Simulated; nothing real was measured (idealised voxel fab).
process module | voxel transistor to metal
cross-section cut | 180 nm wide | cells 5 nm
A cross-section is a grid of square cells, given in bands from the top down. A band is one or more rows of cells.
Each band's line starts with the height of the band's top and of its bottom, in nm. Then come its materials from left to right, each with its width in nm. One material with "throughout" fills the band from edge to edge. "air" is empty space.
Height 0 is the level under which the wafer as received is all one material. The lowest band goes on downwards, as in "0 down".
A width such as "30 to 40" changes by the same amount from each row of cells to the next, from the band's top row to its bottom row.
"no change" after a step means that no cell of the cross-section changed.
closed voids: empty space of 8 cells or more with no open way to the top, each as width x height at its distance from the left edge, in nm
after a step's settings: what the simulator itself notes on the step
overlay nm, on a step with a mask: how far to the right of its planned place the mask lay; to the left if negative
plan
1 op RECEIVE | material Si
2 op CONFORMAL_DEP | material SiO2 | thk nm 5
3 op CONFORMAL_DEP | material SiN | thk nm 10
4 op PATTERN | tone cover | mask id ACTIVE | material resist | width nm 105 | thk nm 20 | overlay nm 0
5 op DIRECTIONAL_ETCH | etch materials SiN | depth nm 10
6 op DIRECTIONAL_ETCH | etch materials SiO2 | depth nm 5
7 op DIRECTIONAL_ETCH | etch materials Si | depth nm 35
8 op STRIP | etch materials resist
9 op OXIDIZE | depth nm 5
10 op FILL_DEP | material SiO2 | thk nm 5
11 op CMP | height nm 15
12 op SELECTIVE_ETCH | etch materials SiO2 | depth nm 10
13 op STRIP | etch materials SiN
14 op SELECTIVE_ETCH | etch materials SiO2 | depth nm 5
15 op OXIDIZE | depth nm 5
16 op DIRECTIONAL_DEP | material polySi | thk nm 20
17 op DIRECTIONAL_DEP | material SiCN | thk nm 10
18 op PATTERN | tone cover | mask id GATE | material resist | width nm 25 | thk nm 20 | overlay nm 0
19 op DIRECTIONAL_ETCH | etch materials SiCN | depth nm 20
20 op DIRECTIONAL_ETCH | etch materials polySi | depth nm 30
21 op STRIP | etch materials resist
22 op CONFORMAL_DEP | material SiN | thk nm 10
23 op DIRECTIONAL_ETCH | etch materials SiN | depth nm 10
24 op DIRECTIONAL_ETCH | etch materials SiO2 | depth nm 5
25 op DIRECTIONAL_ETCH | etch materials Si | depth nm 15
26 op EPI | material pSi | thk nm 15
27 op FILL_DEP | material SiO2 | thk nm 5
28 op CMP | height nm 20
29 op STRIP | etch materials polySi
30 op SELECTIVE_ETCH | etch materials SiO2 | depth nm 5
31 op CONFORMAL_DEP | material HfO2 | thk nm 5
32 op CONFORMAL_DEP | material TiN | thk nm 5
33 op FILL_DEP | material W | thk nm 5
34 op CMP | height nm 15
35 op DIRECTIONAL_DEP | material SiO2 | thk nm 15
36 op DIRECTIONAL_DEP | material aC | thk nm 10
37 op PATTERN | tone open | mask id CONTACT | material resist | width nm 15 | pitch nm 70 | thk nm 30 | overlay nm 0
38 op DIRECTIONAL_ETCH | etch materials aC | depth nm 10
39 op STRIP | etch materials resist
40 op DIRECTIONAL_ETCH | etch materials SiO2 | depth nm 35
41 op STRIP | etch materials aC
42 op CONFORMAL_DEP | material TiN | thk nm 5
43 op FILL_DEP | material W | thk nm 10
44 op CMP | height nm 30
45 op CONFORMAL_DEP | material SiCN | thk nm 5
46 op DIRECTIONAL_DEP | material SiO2 | thk nm 15
47 op DIRECTIONAL_DEP | material aC | thk nm 15
48 op PATTERN | tone open | mask id METAL_1 | material resist | width nm 15 | pitch nm 70 | thk nm 30 | overlay nm 0
49 op DIRECTIONAL_ETCH | etch materials aC | depth nm 15
50 op STRIP | etch materials resist
51 op DIRECTIONAL_ETCH | etch materials SiO2 | depth nm 15
52 op DIRECTIONAL_ETCH | etch materials SiCN | depth nm 5
53 op STRIP | etch materials aC
54 op CONFORMAL_DEP | material TiN | thk nm 5
55 op FILL_DEP | material Cu | thk nm 10
56 op CMP | height nm 50
57 op CONFORMAL_DEP | material SiCN | thk nm 5
58 op DIRECTIONAL_DEP | material SiO2 | thk nm 30
59 op DIRECTIONAL_DEP | material aC | thk nm 15
60 op PATTERN | tone open | mask id METAL_2 | material resist | width nm 15 | pitch nm 70 | thk nm 35 | overlay nm 0
61 op DIRECTIONAL_ETCH | etch materials aC | depth nm 15
62 op STRIP | etch materials resist
63 op DIRECTIONAL_ETCH | etch materials SiO2 | depth nm 20
64 op STRIP | etch materials aC
65 op DIRECTIONAL_DEP | material aC | thk nm 15
66 op PATTERN | tone open | mask id METAL_2_HOLES | material resist | width nm 15 | pitch nm 70 | thk nm 35 | overlay nm 0
67 op DIRECTIONAL_ETCH | etch materials aC | depth nm 15
68 op STRIP | etch materials resist
69 op DIRECTIONAL_ETCH | etch materials SiO2 | depth nm 10
70 op DIRECTIONAL_ETCH | etch materials SiCN | depth nm 5
71 op STRIP | etch materials aC
72 op CONFORMAL_DEP | material TiN | thk nm 5
73 op FILL_DEP | material Cu | thk nm 10
74 op CMP | height nm 85
75 op CONFORMAL_DEP | material SiN | thk nm 5
first wafer, as planned
as received, after step 1
  0 down: Si throughout
  closed voids: none
after step 2
  5 to 0: SiO2 throughout
  below 0: unchanged
after step 3
  15 to 5: SiN throughout
  below 5: unchanged
after step 4
  35 to 15: air 35 | resist 105 | air 40
  below 15: unchanged
after step 5
  35 to 15: air 35 | resist 105 | air 40
  15 to 5: air 35 | SiN 105 | air 40
  below 5: unchanged
after step 6
  35 to 15: air 35 | resist 105 | air 40
  15 to 5: air 35 | SiN 105 | air 40
  5 to 0: air 35 | SiO2 105 | air 40
  below 0: unchanged
after step 7
  35 to 15: air 35 | resist 105 | air 40
  15 to 5: air 35 | SiN 105 | air 40
  5 to 0: air 35 | SiO2 105 | air 40
  0 to -35: air 35 | Si 105 | air 40
  below -35: unchanged
after step 8
  15 to 5: air 35 | SiN 105 | air 40
  below 5: unchanged
after step 9
  15 to 5: air 35 | SiN 105 | air 40
  5 to 0: air 35 | SiO2 105 | air 40
  0 to -35: air 35 | SiO2 5 | Si 95 | SiO2 5 | air 40
  -35 to -40: SiO2 40 | Si 95 | SiO2 45
  below -40: unchanged
after step 10
  20 to 15: SiO2 throughout
  15 to 5: SiO2 35 | SiN 105 | SiO2 40
  5 to 0: SiO2 throughout
  0 to -40: SiO2 40 | Si 95 | SiO2 45
  below -40: unchanged
after step 11
  15 to 5: SiO2 35 | SiN 105 | SiO2 40
  below 5: unchanged
after step 12
  15 to 5: air 35 | SiN 105 | air 40
  below 5: unchanged
after step 13
  5 to 0: SiO2 throughout
  below 0: unchanged
after step 14
  0 to -40: SiO2 40 | Si 95 | SiO2 45
  below -40: unchanged
after step 15
  0 to -5: SiO2 throughout
  below -5: unchanged
after step 16
  20 to 0: polySi throughout
  below 0: unchanged
after step 17
  30 to 20: SiCN throughout
  below 20: unchanged
after step 18
  50 to 30: air 75 | resist 25 | air 80
  below 30: unchanged
after step 19
  50 to 30: air 75 | resist 25 | air 80
  30 to 20: air 75 | SiCN 25 | air 80
  below 20: unchanged
after step 20
  50 to 30: air 75 | resist 25 | air 80
  30 to 20: air 75 | SiCN 25 | air 80
  20 to 0: air 75 | polySi 25 | air 80
  below 0: unchanged
after step 21
  30 to 20: air 75 | SiCN 25 | air 80
  below 20: unchanged
after step 22
  40 to 30: air 65 | SiN 45 | air 70
  30 to 20: air 65 | SiN 10 | SiCN 25 | SiN 10 | air 70
  20 to 10: air 65 | SiN 10 | polySi 25 | SiN 10 | air 70
  10 to 0: SiN 75 | polySi 25 | SiN 80
  below 0: unchanged
after step 23
  30 to 20: air 65 | SiN 10 | SiCN 25 | SiN 10 | air 70
  20 to 0: air 65 | SiN 10 | polySi 25 | SiN 10 | air 70
  below 0: unchanged
after step 24
  30 to 20: air 65 | SiN 10 | SiCN 25 | SiN 10 | air 70
  20 to 0: air 65 | SiN 10 | polySi 25 | SiN 10 | air 70
  0 to -5: air 65 | SiO2 45 | air 70
  below -5: unchanged
after step 25
  30 to 20: air 65 | SiN 10 | SiCN 25 | SiN 10 | air 70
  20 to 0: air 65 | SiN 10 | polySi 25 | SiN 10 | air 70
  0 to -5: air 65 | SiO2 45 | air 70
  -5 to -20: SiO2 40 | air 25 | Si 45 | air 25 | SiO2 45
  below -20: unchanged
after step 26
  30 to 20: air 65 | SiN 10 | SiCN 25 | SiN 10 | air 70
  20 to 10: air 65 | SiN 10 | polySi 25 | SiN 10 | air 70
  10 to 0: air 50 | pSi 15 | SiN 10 | polySi 25 | SiN 10 | pSi 15 | air 55
  0 to -5: air 50 | pSi 15 | SiO2 45 | pSi 15 | air 55
  -5 to -20: SiO2 40 | pSi 25 | Si 45 | pSi 25 | SiO2 45
  below -20: unchanged
after step 27
  35 to 30: SiO2 throughout
  30 to 20: SiO2 65 | SiN 10 | SiCN 25 | SiN 10 | SiO2 70
  20 to 10: SiO2 65 | SiN 10 | polySi 25 | SiN 10 | SiO2 70
  10 to 0: SiO2 50 | pSi 15 | SiN 10 | polySi 25 | SiN 10 | pSi 15 | SiO2 55
  0 to -5: SiO2 50 | pSi 15 | SiO2 45 | pSi 15 | SiO2 55
  below -5: unchanged
after step 28
  20 to 10: SiO2 65 | SiN 10 | polySi 25 | SiN 10 | SiO2 70
  below 10: unchanged
after step 29
  20 to 10: SiO2 65 | SiN 10 | air 25 | SiN 10 | SiO2 70
  10 to 0: SiO2 50 | pSi 15 | SiN 10 | air 25 | SiN 10 | pSi 15 | SiO2 55
  below 0: unchanged
after step 30
  20 to 15: air 65 | SiN 10 | air 25 | SiN 10 | air 70
  15 to 10: SiO2 65 | SiN 10 | air 25 | SiN 10 | SiO2 70
  10 to 0: SiO2 50 | pSi 15 | SiN 10 | air 25 | SiN 10 | pSi 15 | SiO2 55
  0 to -5: SiO2 50 | pSi 15 | SiO2 5 | air 35 | SiO2 5 | pSi 15 | SiO2 55
  below -5: unchanged
after step 31
  25 to 20: air 60 | HfO2 20 | air 15 | HfO2 20 | air 65
  20 to 15: HfO2 65 | SiN 10 | HfO2 5 | air 15 | HfO2 5 | SiN 10 | HfO2 70
  15 to 10: SiO2 65 | SiN 10 | HfO2 5 | air 15 | HfO2 5 | SiN 10 | SiO2 70
  10 to 0: SiO2 50 | pSi 15 | SiN 10 | HfO2 5 | air 15 | HfO2 5 | SiN 10 | pSi 15 | SiO2 55
  0 to -5: SiO2 50 | pSi 15 | SiO2 5 | HfO2 35 | SiO2 5 | pSi 15 | SiO2 55
  below -5: unchanged
after step 32
  30 to 25: air 55 | TiN 30 | air 5 | TiN 30 | air 60
  25 to 20: TiN 60 | HfO2 20 | TiN 5 | air 5 | TiN 5 | HfO2 20 | TiN 65
  20 to 15: HfO2 65 | SiN 10 | HfO2 5 | TiN 5 | air 5 | TiN 5 | HfO2 5 | SiN 10 | HfO2 70
  15 to 10: SiO2 65 | SiN 10 | HfO2 5 | TiN 5 | air 5 | TiN 5 | HfO2 5 | SiN 10 | SiO2 70
  10 to 5: SiO2 50 | pSi 15 | SiN 10 | HfO2 5 | TiN 5 | air 5 | TiN 5 | HfO2 5 | SiN 10 | pSi 15 | SiO2 55
  5 to 0: SiO2 50 | pSi 15 | SiN 10 | HfO2 5 | TiN 15 | HfO2 5 | SiN 10 | pSi 15 | SiO2 55
  below 0: unchanged
after step 33
  35 to 30: W throughout
  30 to 25: W 55 | TiN 30 | W 5 | TiN 30 | W 60
  25 to 20: TiN 60 | HfO2 20 | TiN 5 | W 5 | TiN 5 | HfO2 20 | TiN 65
  20 to 15: HfO2 65 | SiN 10 | HfO2 5 | TiN 5 | W 5 | TiN 5 | HfO2 5 | SiN 10 | HfO2 70
  15 to 10: SiO2 65 | SiN 10 | HfO2 5 | TiN 5 | W 5 | TiN 5 | HfO2 5 | SiN 10 | SiO2 70
  10 to 5: SiO2 50 | pSi 15 | SiN 10 | HfO2 5 | TiN 5 | W 5 | TiN 5 | HfO2 5 | SiN 10 | pSi 15 | SiO2 55
  below 5: unchanged
after step 34
  15 to 10: SiO2 65 | SiN 10 | HfO2 5 | TiN 5 | W 5 | TiN 5 | HfO2 5 | SiN 10 | SiO2 70
  below 10: unchanged
after step 35
  30 to 15: SiO2 throughout
  below 15: unchanged
after step 36
  40 to 30: aC throughout
  below 30: unchanged
after step 37
  70 to 40: resist 45 | air 15 | resist 55 | air 15 | resist 50
  below 40: unchanged
after step 38
  60 to 40: resist 45 | air 15 | resist 55 | air 15 | resist 50
  40 to 30: aC 45 | air 15 | aC 55 | air 15 | aC 50
  below 30: unchanged
after step 39
  40 to 30: aC 45 | air 15 | aC 55 | air 15 | aC 50
  below 30: unchanged
after step 40
  40 to 30: aC 45 | air 15 | aC 55 | air 15 | aC 50
  30 to 15: SiO2 45 | air 15 | SiO2 55 | air 15 | SiO2 50
  15 to 10: SiO2 45 | air 15 | SiO2 5 | SiN 10 | HfO2 5 | TiN 5 | W 5 | TiN 5 | HfO2 5 | SiN 10 | SiO2 5 | air 15 | SiO2 50
  10 to 5: SiO2 45 | air 5 | pSi 15 | SiN 10 | HfO2 5 | TiN 5 | W 5 | TiN 5 | HfO2 5 | SiN 10 | pSi 15 | air 5 | SiO2 50
  5 to 0: SiO2 45 | air 5 | pSi 15 | SiN 10 | HfO2 5 | TiN 15 | HfO2 5 | SiN 10 | pSi 15 | air 5 | SiO2 50
  0 to -5: SiO2 45 | air 5 | pSi 15 | SiO2 5 | HfO2 35 | SiO2 5 | pSi 15 | air 5 | SiO2 50
  below -5: unchanged
after step 41
  30 to 15: SiO2 45 | air 15 | SiO2 55 | air 15 | SiO2 50
  below 15: unchanged
after step 42
  35 to 30: TiN 50 | air 5 | TiN 65 | air 5 | TiN 55
  30 to 15: SiO2 45 | TiN 5 | air 5 | TiN 5 | SiO2 55 | TiN 5 | air 5 | TiN 5 | SiO2 50
  15 to 10: SiO2 45 | TiN 15 | SiO2 5 | SiN 10 | HfO2 5 | TiN 5 | W 5 | TiN 5 | HfO2 5 | SiN 10 | SiO2 5 | TiN 15 | SiO2 50
  10 to 5: SiO2 45 | TiN 5 | pSi 15 | SiN 10 | HfO2 5 | TiN 5 | W 5 | TiN 5 | HfO2 5 | SiN 10 | pSi 15 | TiN 5 | SiO2 50
  5 to 0: SiO2 45 | TiN 5 | pSi 15 | SiN 10 | HfO2 5 | TiN 15 | HfO2 5 | SiN 10 | pSi 15 | TiN 5 | SiO2 50
  0 to -5: SiO2 45 | TiN 5 | pSi 15 | SiO2 5 | HfO2 35 | SiO2 5 | pSi 15 | TiN 5 | SiO2 50
  below -5: unchanged
after step 43
  45 to 35: W throughout
  35 to 30: TiN 50 | W 5 | TiN 65 | W 5 | TiN 55
  30 to 15: SiO2 45 | TiN 5 | W 5 | TiN 5 | SiO2 55 | TiN 5 | W 5 | TiN 5 | SiO2 50
  below 15: unchanged
after step 44
  30 to 15: SiO2 45 | TiN 5 | W 5 | TiN 5 | SiO2 55 | TiN 5 | W 5 | TiN 5 | SiO2 50
  below 15: unchanged
after step 45
  35 to 30: SiCN throughout
  below 30: unchanged
after step 46
  50 to 35: SiO2 throughout
  below 35: unchanged
after step 47
  65 to 50: aC throughout
  below 50: unchanged
after step 48
  95 to 65: resist 45 | air 15 | resist 55 | air 15 | resist 50
  below 65: unchanged
after step 49
  80 to 65: resist 45 | air 15 | resist 55 | air 15 | resist 50
  65 to 50: aC 45 | air 15 | aC 55 | air 15 | aC 50
  below 50: unchanged
after step 50
  65 to 50: aC 45 | air 15 | aC 55 | air 15 | aC 50
  below 50: unchanged
after step 51
  65 to 50: aC 45 | air 15 | aC 55 | air 15 | aC 50
  50 to 35: SiO2 45 | air 15 | SiO2 55 | air 15 | SiO2 50
  below 35: unchanged
after step 52
  65 to 50: aC 45 | air 15 | aC 55 | air 15 | aC 50
  50 to 35: SiO2 45 | air 15 | SiO2 55 | air 15 | SiO2 50
  35 to 30: SiCN 45 | air 15 | SiCN 55 | air 15 | SiCN 50
  below 30: unchanged
after step 53
  50 to 35: SiO2 45 | air 15 | SiO2 55 | air 15 | SiO2 50
  below 35: unchanged
after step 54
  55 to 50: TiN 50 | air 5 | TiN 65 | air 5 | TiN 55
  50 to 35: SiO2 45 | TiN 5 | air 5 | TiN 5 | SiO2 55 | TiN 5 | air 5 | TiN 5 | SiO2 50
  35 to 30: SiCN 45 | TiN 15 | SiCN 55 | TiN 15 | SiCN 50
  below 30: unchanged
after step 55
  65 to 55: Cu throughout
  55 to 50: TiN 50 | Cu 5 | TiN 65 | Cu 5 | TiN 55
  50 to 35: SiO2 45 | TiN 5 | Cu 5 | TiN 5 | SiO2 55 | TiN 5 | Cu 5 | TiN 5 | SiO2 50
  below 35: unchanged
after step 56
  50 to 35: SiO2 45 | TiN 5 | Cu 5 | TiN 5 | SiO2 55 | TiN 5 | Cu 5 | TiN 5 | SiO2 50
  below 35: unchanged
after step 57
  55 to 50: SiCN throughout
  below 50: unchanged
after step 58
  85 to 55: SiO2 throughout
  below 55: unchanged
after step 59
  100 to 85: aC throughout
  below 85: unchanged
after step 60
  135 to 100: resist 45 | air 15 | resist 55 | air 15 | resist 50
  below 100: unchanged
after step 61
  120 to 100: resist 45 | air 15 | resist 55 | air 15 | resist 50
  100 to 85: aC 45 | air 15 | aC 55 | air 15 | aC 50
  below 85: unchanged
after step 62
  100 to 85: aC 45 | air 15 | aC 55 | air 15 | aC 50
  below 85: unchanged
after step 63
  100 to 85: aC 45 | air 15 | aC 55 | air 15 | aC 50
  85 to 65: SiO2 45 | air 15 | SiO2 55 | air 15 | SiO2 50
  below 65: unchanged
after step 64
  85 to 65: SiO2 45 | air 15 | SiO2 55 | air 15 | SiO2 50
  below 65: unchanged
after step 65
  100 to 85: aC 45 | air 15 | aC 55 | air 15 | aC 50
  85 to 80: SiO2 45 | air 15 | SiO2 55 | air 15 | SiO2 50
  80 to 65: SiO2 45 | aC 15 | SiO2 55 | aC 15 | SiO2 50
  below 65: unchanged
after step 66
  135 to 100: resist 45 | air 15 | resist 55 | air 15 | resist 50
  below 100: unchanged
after step 67
  120 to 100: resist 45 | air 15 | resist 55 | air 15 | resist 50
  100 to 85: aC 45 | air 15 | aC 55 | air 15 | aC 50
  85 to 65: SiO2 45 | air 15 | SiO2 55 | air 15 | SiO2 50
  below 65: unchanged
after step 68
  100 to 85: aC 45 | air 15 | aC 55 | air 15 | aC 50
  below 85: unchanged
after step 69
  100 to 85: aC 45 | air 15 | aC 55 | air 15 | aC 50
  85 to 55: SiO2 45 | air 15 | SiO2 55 | air 15 | SiO2 50
  below 55: unchanged
after step 70
  100 to 85: aC 45 | air 15 | aC 55 | air 15 | aC 50
  85 to 55: SiO2 45 | air 15 | SiO2 55 | air 15 | SiO2 50
  55 to 50: SiCN 45 | air 15 | SiCN 55 | air 15 | SiCN 50
  below 50: unchanged
after step 71
  85 to 55: SiO2 45 | air 15 | SiO2 55 | air 15 | SiO2 50
  below 55: unchanged
after step 72
  90 to 85: TiN 50 | air 5 | TiN 65 | air 5 | TiN 55
  85 to 55: SiO2 45 | TiN 5 | air 5 | TiN 5 | SiO2 55 | TiN 5 | air 5 | TiN 5 | SiO2 50
  55 to 50: SiCN 45 | TiN 15 | SiCN 55 | TiN 15 | SiCN 50
  below 50: unchanged
after step 73
  100 to 90: Cu throughout
  90 to 85: TiN 50 | Cu 5 | TiN 65 | Cu 5 | TiN 55
  85 to 55: SiO2 45 | TiN 5 | Cu 5 | TiN 5 | SiO2 55 | TiN 5 | Cu 5 | TiN 5 | SiO2 50
  below 55: unchanged
after step 74
  85 to 55: SiO2 45 | TiN 5 | Cu 5 | TiN 5 | SiO2 55 | TiN 5 | Cu 5 | TiN 5 | SiO2 50
  below 55: unchanged
after step 75
  90 to 85: SiN throughout
  below 85: unchanged
second wafer: like start, like plan, one mistake. Through step 36 it matches the first wafer
when step 37 should have ended
  70 to 40: resist 55 | air 15 | resist 55 | air 15 | resist 40
  below 40: unchanged
when step 38 should have ended
  60 to 40: resist 55 | air 15 | resist 55 | air 15 | resist 40
  40 to 30: aC 55 | air 15 | aC 55 | air 15 | aC 40
  below 30: unchanged
when step 39 should have ended
  40 to 30: aC 55 | air 15 | aC 55 | air 15 | aC 40
  below 30: unchanged
when step 40 should have ended
  40 to 30: aC 55 | air 15 | aC 55 | air 15 | aC 40
  30 to 15: SiO2 55 | air 15 | SiO2 55 | air 15 | SiO2 40
  15 to 10: SiO2 55 | air 10 | SiN 10 | HfO2 5 | TiN 5 | W 5 | TiN 5 | HfO2 5 | SiN 10 | SiO2 15 | air 15 | SiO2 40
  10 to 5: SiO2 50 | pSi 15 | SiN 10 | HfO2 5 | TiN 5 | W 5 | TiN 5 | HfO2 5 | SiN 10 | pSi 15 | air 15 | SiO2 40
  5 to 0: SiO2 50 | pSi 15 | SiN 10 | HfO2 5 | TiN 15 | HfO2 5 | SiN 10 | pSi 15 | air 15 | SiO2 40
  0 to -5: SiO2 50 | pSi 15 | SiO2 5 | HfO2 35 | SiO2 5 | pSi 15 | air 15 | SiO2 40
  below -5: unchanged
when step 41 should have ended
  30 to 15: SiO2 55 | air 15 | SiO2 55 | air 15 | SiO2 40
  below 15: unchanged
when step 42 should have ended
  35 to 30: TiN 60 | air 5 | TiN 65 | air 5 | TiN 45
  30 to 20: SiO2 55 | TiN 5 | air 5 | TiN 5 | SiO2 55 | TiN 5 | air 5 | TiN 5 | SiO2 40
  20 to 15: SiO2 55 | TiN 15 | SiO2 55 | TiN 5 | air 5 | TiN 5 | SiO2 40
  15 to 10: SiO2 55 | TiN 10 | SiN 10 | HfO2 5 | TiN 5 | W 5 | TiN 5 | HfO2 5 | SiN 10 | SiO2 15 | TiN 5 | air 5 | TiN 5 | SiO2 40
  10 to 5: SiO2 50 | pSi 15 | SiN 10 | HfO2 5 | TiN 5 | W 5 | TiN 5 | HfO2 5 | SiN 10 | pSi 15 | TiN 5 | air 5 | TiN 5 | SiO2 40
  5 to 0: SiO2 50 | pSi 15 | SiN 10 | HfO2 5 | TiN 15 | HfO2 5 | SiN 10 | pSi 15 | TiN 5 | air 5 | TiN 5 | SiO2 40
  0 to -5: SiO2 50 | pSi 15 | SiO2 5 | HfO2 35 | SiO2 5 | pSi 15 | TiN 15 | SiO2 40
  below -5: unchanged
when step 43 should have ended
  45 to 35: W throughout
  35 to 30: TiN 60 | W 5 | TiN 65 | W 5 | TiN 45
  30 to 20: SiO2 55 | TiN 5 | W 5 | TiN 5 | SiO2 55 | TiN 5 | W 5 | TiN 5 | SiO2 40
  20 to 15: SiO2 55 | TiN 15 | SiO2 55 | TiN 5 | W 5 | TiN 5 | SiO2 40
  15 to 10: SiO2 55 | TiN 10 | SiN 10 | HfO2 5 | TiN 5 | W 5 | TiN 5 | HfO2 5 | SiN 10 | SiO2 15 | TiN 5 | W 5 | TiN 5 | SiO2 40
  10 to 5: SiO2 50 | pSi 15 | SiN 10 | HfO2 5 | TiN 5 | W 5 | TiN 5 | HfO2 5 | SiN 10 | pSi 15 | TiN 5 | W 5 | TiN 5 | SiO2 40
  5 to 0: SiO2 50 | pSi 15 | SiN 10 | HfO2 5 | TiN 15 | HfO2 5 | SiN 10 | pSi 15 | TiN 5 | W 5 | TiN 5 | SiO2 40
  below 0: unchanged
when step 44 should have ended
  30 to 20: SiO2 55 | TiN 5 | W 5 | TiN 5 | SiO2 55 | TiN 5 | W 5 | TiN 5 | SiO2 40
  below 20: unchanged
when step 45 should have ended
  35 to 30: SiCN throughout
  below 30: unchanged
when step 46 should have ended
  50 to 35: SiO2 throughout
  below 35: unchanged
when step 47 should have ended
  65 to 50: aC throughout
  below 50: unchanged
when step 48 should have ended
  95 to 65: resist 45 | air 15 | resist 55 | air 15 | resist 50
  below 65: unchanged
when step 49 should have ended
  80 to 65: resist 45 | air 15 | resist 55 | air 15 | resist 50
  65 to 50: aC 45 | air 15 | aC 55 | air 15 | aC 50
  below 50: unchanged
when step 50 should have ended
  65 to 50: aC 45 | air 15 | aC 55 | air 15 | aC 50
  below 50: unchanged
when step 51 should have ended
  65 to 50: aC 45 | air 15 | aC 55 | air 15 | aC 50
  50 to 35: SiO2 45 | air 15 | SiO2 55 | air 15 | SiO2 50
  below 35: unchanged
when step 52 should have ended
  65 to 50: aC 45 | air 15 | aC 55 | air 15 | aC 50
  50 to 35: SiO2 45 | air 15 | SiO2 55 | air 15 | SiO2 50
  35 to 30: SiCN 45 | air 15 | SiCN 55 | air 15 | SiCN 50
  below 30: unchanged
when step 53 should have ended
  50 to 35: SiO2 45 | air 15 | SiO2 55 | air 15 | SiO2 50
  below 35: unchanged
when step 54 should have ended
  55 to 50: TiN 50 | air 5 | TiN 65 | air 5 | TiN 55
  50 to 35: SiO2 45 | TiN 5 | air 5 | TiN 5 | SiO2 55 | TiN 5 | air 5 | TiN 5 | SiO2 50
  35 to 30: SiCN 45 | TiN 15 | SiCN 55 | TiN 15 | SiCN 50
  below 30: unchanged
when step 55 should have ended
  65 to 55: Cu throughout
  55 to 50: TiN 50 | Cu 5 | TiN 65 | Cu 5 | TiN 55
  50 to 35: SiO2 45 | TiN 5 | Cu 5 | TiN 5 | SiO2 55 | TiN 5 | Cu 5 | TiN 5 | SiO2 50
  below 35: unchanged
when step 56 should have ended
  50 to 35: SiO2 45 | TiN 5 | Cu 5 | TiN 5 | SiO2 55 | TiN 5 | Cu 5 | TiN 5 | SiO2 50
  below 35: unchanged
when step 57 should have ended
  55 to 50: SiCN throughout
  below 50: unchanged
when step 58 should have ended
  85 to 55: SiO2 throughout
  below 55: unchanged
when step 59 should have ended
  100 to 85: aC throughout
  below 85: unchanged
when step 60 should have ended
  135 to 100: resist 45 | air 15 | resist 55 | air 15 | resist 50
  below 100: unchanged
when step 61 should have ended
  120 to 100: resist 45 | air 15 | resist 55 | air 15 | resist 50
  100 to 85: aC 45 | air 15 | aC 55 | air 15 | aC 50
  below 85: unchanged
when step 62 should have ended
  100 to 85: aC 45 | air 15 | aC 55 | air 15 | aC 50
  below 85: unchanged
when step 63 should have ended
  100 to 85: aC 45 | air 15 | aC 55 | air 15 | aC 50
  85 to 65: SiO2 45 | air 15 | SiO2 55 | air 15 | SiO2 50
  below 65: unchanged
when step 64 should have ended
  85 to 65: SiO2 45 | air 15 | SiO2 55 | air 15 | SiO2 50
  below 65: unchanged
when step 65 should have ended
  100 to 85: aC 45 | air 15 | aC 55 | air 15 | aC 50
  85 to 80: SiO2 45 | air 15 | SiO2 55 | air 15 | SiO2 50
  80 to 65: SiO2 45 | aC 15 | SiO2 55 | aC 15 | SiO2 50
  below 65: unchanged
when step 66 should have ended
  135 to 100: resist 45 | air 15 | resist 55 | air 15 | resist 50
  below 100: unchanged
when step 67 should have ended
  120 to 100: resist 45 | air 15 | resist 55 | air 15 | resist 50
  100 to 85: aC 45 | air 15 | aC 55 | air 15 | aC 50
  85 to 65: SiO2 45 | air 15 | SiO2 55 | air 15 | SiO2 50
  below 65: unchanged
when step 68 should have ended
  100 to 85: aC 45 | air 15 | aC 55 | air 15 | aC 50
  below 85: unchanged
when step 69 should have ended
  100 to 85: aC 45 | air 15 | aC 55 | air 15 | aC 50
  85 to 55: SiO2 45 | air 15 | SiO2 55 | air 15 | SiO2 50
  below 55: unchanged
when step 70 should have ended
  100 to 85: aC 45 | air 15 | aC 55 | air 15 | aC 50
  85 to 55: SiO2 45 | air 15 | SiO2 55 | air 15 | SiO2 50
  55 to 50: SiCN 45 | air 15 | SiCN 55 | air 15 | SiCN 50
  below 50: unchanged
when step 71 should have ended
  85 to 55: SiO2 45 | air 15 | SiO2 55 | air 15 | SiO2 50
  below 55: unchanged
when step 72 should have ended
  90 to 85: TiN 50 | air 5 | TiN 65 | air 5 | TiN 55
  85 to 55: SiO2 45 | TiN 5 | air 5 | TiN 5 | SiO2 55 | TiN 5 | air 5 | TiN 5 | SiO2 50
  55 to 50: SiCN 45 | TiN 15 | SiCN 55 | TiN 15 | SiCN 50
  below 50: unchanged
when step 73 should have ended
  100 to 90: Cu throughout
  90 to 85: TiN 50 | Cu 5 | TiN 65 | Cu 5 | TiN 55
  85 to 55: SiO2 45 | TiN 5 | Cu 5 | TiN 5 | SiO2 55 | TiN 5 | Cu 5 | TiN 5 | SiO2 50
  below 55: unchanged
when step 74 should have ended
  85 to 55: SiO2 45 | TiN 5 | Cu 5 | TiN 5 | SiO2 55 | TiN 5 | Cu 5 | TiN 5 | SiO2 50
  below 55: unchanged
when step 75 should have ended
  90 to 85: SiN throughout
  below 85: unchanged
what went wrong: step 37 ran as: op PATTERN | tone open | mask id CONTACT | material resist | width nm 15 | pitch nm 70 | thk nm 30 | overlay nm 10
at the end the second wafer has, in cells: 2 fewer of SiO2 | 2 more of W
